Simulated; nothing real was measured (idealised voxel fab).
Process module under the name voxel spacer lines
Pictured: cross-section cut, 260 nm wide, on a grid of 5 nm square cells.
Heads up, the way a cross-section reads in here is a grid of square cells, handed over as bands from the top down, with every band being one or more rows of cells.
For a band, the entry starts with two heights in nm, that of the top and then that of the bottom, and carries on with the band's materials in order from left to right, each alongside its width in nm; the word "everywhere" beside a single material means it fills the band edge to edge, and "blank" means empty space.
All heights in this document are referenced to 0, defined as the level beneath which the wafer, as received, consists entirely of one material. The lowest band is not bounded below; it extends indefinitely downward and is written in the form "0..down".
The two numbers in a width such as "30 to 40" mark its ends across the band: the first belongs to the top row of cells, the second to the bottom row, and from each row to the next the width moves by the same amount.
"nothing changed", as given for a step, is the statement that not any cell of the cross-section underwent a change during that step.
If an empty space has no open way to the top and is at least 8 cells in size, "Unvented cavities" lists it, written width x height at distance, where distance is measured from the left edge and every value is in nm.
Where a step's line continues beyond its settings, the continuation is a remark by the simulator itself on that step.
overlay nm: mask offset rightward from planned place, masked step; negative means leftward offset.

**Planned step list for the process**
- 1: RECEIVE,material Si
- 2: CONFORMAL_DEP,material Al2O3,thk nm 10
- 3: DIRECTIONAL_DEP,material SiN,thk nm 10
- 4: DIRECTIONAL_DEP,material aC,thk nm 25
- 5: PATTERN,tone cover,mask id MANDREL,material resist,width nm 25,pitch nm 70,thk nm 35,overlay nm 0
- 6: DIRECTIONAL_ETCH,etch materials aC,depth nm 25
- 7: STRIP,etch materials resist
- 8: CONFORMAL_DEP,material SiO2,thk nm 10
- 9: DIRECTIONAL_ETCH,etch materials SiO2,depth nm 10
- 10: STRIP,etch materials aC
- 11: DIRECTIONAL_ETCH,etch materials SiN,depth nm 10
- 12: STRIP,etch materials SiO2

**Incoming wafer, cross-sectional view, post step 1**
- 0..down  Si everywhere
- Unvented cavities: none

**Cross-sectional image of the first of two wafers at the end of the module, the run having proceeded as planned**
- 20..10  blank=35 / SiN=10 / blank=25 / SiN=10 / blank=25 / SiN=10 / blank=25 / SiN=10 / blank=25 / SiN=10 / blank=25 / SiN=10 / blank=40
- 10..0  Al2O3 everywhere
- 0..down  Si everywhere
- Unvented cavities: none

**End of module, second wafer, cross-section. Started like the first, planned like the first, run with one mistake**
- 20..10  Al2O3 everywhere
- 10..0  SiN everywhere
- 0..down  Si everywhere
- Unvented cavities: none
Short version of what went wrong: swap of plan steps 2 and 3 during execution
End check, counted in cells, second wafer has more or fewer of these materials than the first: SiN +80
